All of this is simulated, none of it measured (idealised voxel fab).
process module | voxel trench capacitor
It is cross-section cut that appears here, measuring 255 nm in width, its square cells being 5 nm in size.
Cross-section spec: square-cell grid; bands listed top down; each band is one or more rows. Basically the band line says how high the top is and how high the bottom is, in nm, and then what's in it from left to right, every material with its width in nm. Empty space shows up as "blank", and if a single material carries "everywhere" it runs the full band edge to edge. We count height from 0. Below that, the starting wafer is all one material. The lowest band never ends at the bottom but goes on down; see "0 down" for how that is written. A width given as "30->40" starts at the first number in the band's top row and ends at the second number in its bottom row, shifting by an equal amount at every step from row to row. You'll sometimes find "nothing changed" written for a step, and that's the way of saying that nowhere in the cross-section did a cell change during that step. "Non-vented voids" enumerates empty spaces isolated from the top, with no open way to it, that contain at least 8 cells, giving each as width x height at distance from the left edge, all three in nm. Anything after a step's settings on that line? It's the simulator's own note about the step. The optional step-line setting "overlay nm" applies to steps with a mask and quantifies how far to the right of its planned location the mask lay, a negative value indicating leftward placement.
**List of planned process steps**
- 1: RECEIVE | material Si
- 2: CONFORMAL_DEP | material SiN | thk nm 5
- 3: PATTERN | tone open | mask id TRENCH | material resist | width nm 25 | pitch nm 50 | thk nm 20 | overlay nm 0
- 4: DIRECTIONAL_ETCH | etch materials SiN | depth nm 5
- 5: DIRECTIONAL_ETCH | etch materials Si | depth nm 30
- 6: STRIP | etch materials resist
- 7: CONFORMAL_DEP | material HfO2 | thk nm 5
- 8: CONFORMAL_DEP | material TiN | thk nm 5
- 9: FILL_DEP | material W | thk nm 10
- 10: CMP | height nm 5
**Step 1 complete: cross-section of the wafer as received**
0 down: Si everywhere
Non-vented voids: none
**Run as planned - first of the two wafers cross-sectioned at the end of the module**
5 to 0: 65 nm SiN; 5 nm HfO2; 5 nm TiN; 5 nm W; 5 nm TiN; 5 nm HfO2; 25 nm SiN; 5 nm HfO2; 5 nm TiN; 5 nm W; 5 nm TiN; 5 nm HfO2; 25 nm SiN; 5 nm HfO2; 5 nm TiN; 5 nm W; 5 nm TiN; 5 nm HfO2; 65 nm SiN
0 to -20: 65 nm Si; 5 nm HfO2; 5 nm TiN; 5 nm W; 5 nm TiN; 5 nm HfO2; 25 nm Si; 5 nm HfO2; 5 nm TiN; 5 nm W; 5 nm TiN; 5 nm HfO2; 25 nm Si; 5 nm HfO2; 5 nm TiN; 5 nm W; 5 nm TiN; 5 nm HfO2; 65 nm Si
-20 to -25: 65 nm Si; 5 nm HfO2; 15 nm TiN; 5 nm HfO2; 25 nm Si; 5 nm HfO2; 15 nm TiN; 5 nm HfO2; 25 nm Si; 5 nm HfO2; 15 nm TiN; 5 nm HfO2; 65 nm Si
-25 to -30: 65 nm Si; 25 nm HfO2; 25 nm Si; 25 nm HfO2; 25 nm Si; 25 nm HfO2; 65 nm Si
-30 down: Si everywhere
Non-vented voids: none
**Cross-section of the latter of the two wafers at module completion. It had an identical start and an identical plan to the former; in running it, one mistake was made**
5 to 0: 65 nm SiN; 25 nm HfO2; 25 nm SiN; 25 nm HfO2; 25 nm SiN; 25 nm HfO2; 65 nm SiN
0 to -30: 65 nm Si; 25 nm HfO2; 25 nm Si; 25 nm HfO2; 25 nm Si; 25 nm HfO2; 65 nm Si
-30 down: Si everywhere
Non-vented voids: none
Against the plan, the run slipped here: note that step 7 departed from the planned setting and was carried out as CONFORMAL_DEP | material HfO2 | thk nm 15
The final cell counts differ between the wafers, with the second having more or fewer of some materials than the first: HfO2 +54; TiN -39; W -15
